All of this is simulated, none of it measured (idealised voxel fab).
A process module follows: voxel self aligned vias.
The width of the displayed cross-section, cut, is 235 nm; its cells are square, with a size of 5 nm.
Just so we're on the same page, the cross-sections are grids of square cells, and they're listed out in bands top to bottom, each band one or more rows deep. The band entry comprises the height of the band's top followed by the height of its bottom, expressed in nm, and subsequently the band's materials from left to right, each stated together with its width in nm. Where a single material is marked with the word "edge to edge", that material fills the band from edge to edge. The word "empty" represents empty space. We count height from 0. Below that, the starting wafer is all one material. The lowest band never ends at the bottom but goes on down; see "0 and below" for how that is written. Width spec "30 to 40" -> top row of cells at first value, bottom row at second value, equal per-row change in between. Step marked "left unchanged"? Then no cell in the cross-section changed in it. If an empty space has no open way to the top and is at least 8 cells in size, "Unvented voids" lists it, written width x height at distance, where distance is measured from the left edge and every value is in nm. What comes after the settings on a step's line is commentary from the simulator itself on that step. You can add "overlay nm" to a step's line. For a step with a mask, it describes how far the mask lay to the right of its planned position, and a negative number describes a lay to the left.

### So here's the lineup of process steps we planned
step 1: RECEIVE, material Si
step 2: CONFORMAL_DEP, material SiO2, thk nm 10
step 3: CONFORMAL_DEP, material SiCN, thk nm 5
step 4: DIRECTIONAL_DEP, material lowk, thk nm 30
step 5: DIRECTIONAL_DEP, material aC, thk nm 10
step 6: PATTERN, tone open, mask id LINES, material resist, width nm 20, pitch nm 45, thk nm 25, overlay nm 0
step 7: DIRECTIONAL_ETCH, etch materials aC, depth nm 10
step 8: STRIP, etch materials resist
step 9: DIRECTIONAL_ETCH, etch materials lowk, depth nm 30
step 10: STRIP, etch materials aC
step 11: CONFORMAL_DEP, material TiN, thk nm 5
step 12: FILL_DEP, material W, thk nm 5
step 13: CMP, height nm 45
step 14: SELECTIVE_ETCH, etch materials W Ru TiN, depth nm 10
step 15: FILL_DEP, material SiN, thk nm 10
step 16: CMP, height nm 45
step 17: DIRECTIONAL_DEP, material lowk, thk nm 20
step 18: MASKED_ETCH, tone open, mask id VIAS, width nm 30, etch materials lowk, depth nm 20, overlay nm 0
step 19: MASKED_ETCH, tone open, mask id VIAS, width nm 30, etch materials SiN, depth nm 10, overlay nm 0
step 20: CONFORMAL_DEP, material TiN, thk nm 5
step 21: FILL_DEP, material Cu, thk nm 5
step 22: CMP, height nm 65
step 23: CONFORMAL_DEP, material SiCN, thk nm 5

### Received-state cross-section, reflecting completion of step 1
- 0 and below  Si edge to edge
- Unvented voids: none

### First wafer of two, sectioned at end of module; run went per plan
- 70 down to 65  SiCN edge to edge
- 65 down to 50  80 lowk | 5 TiN | 20 Cu | 5 TiN | 125 lowk
- 50 down to 45  80 lowk | 10 TiN | 10 Cu | 10 TiN | 125 lowk
- 45 down to 40  85 lowk | 5 TiN | 10 Cu | 5 TiN | 25 lowk | 20 SiN | 85 lowk
- 40 down to 35  85 lowk | 20 TiN | 25 lowk | 20 SiN | 85 lowk
- 35 down to 20  85 lowk | 5 TiN | 10 W | 5 TiN | 25 lowk | 5 TiN | 10 W | 5 TiN | 85 lowk
- 20 down to 15  85 lowk | 20 TiN | 25 lowk | 20 TiN | 85 lowk
- 15 down to 10  SiCN edge to edge
- 10 down to 0  SiO2 edge to edge
- 0 and below  Si edge to edge
- Unvented voids: none

### End-of-module cross-section of the second wafer: identical starting point and process plan to the first, with one processing mistake
- 70 down to 65  SiCN edge to edge
- 65 down to 50  80 lowk | 5 TiN | 20 Cu | 5 TiN | 125 lowk
- 50 down to 45  80 lowk | 5 TiN | 10 Cu | 15 TiN | 125 lowk
- 45 down to 40  80 lowk | 5 TiN | 10 Cu | 5 TiN | 25 lowk | 20 SiN | 90 lowk
- 40 down to 35  80 lowk | 20 TiN | 25 lowk | 20 SiN | 90 lowk
- 35 down to 20  80 lowk | 5 TiN | 10 W | 5 TiN | 25 lowk | 5 TiN | 10 W | 5 TiN | 90 lowk
- 20 down to 15  80 lowk | 20 TiN | 25 lowk | 20 TiN | 90 lowk
- 15 down to 10  SiCN edge to edge
- 10 down to 0  SiO2 edge to edge
- 0 and below  Si edge to edge
- Unvented voids: none
Error vs. plan: for step 6, the planned setting was not used; the step was instead run as PATTERN, tone open, mask id LINES, material resist, width nm 20, pitch nm 45, thk nm 25, overlay nm -5
Cell counts per material: same on both final wafers. Positions: different.
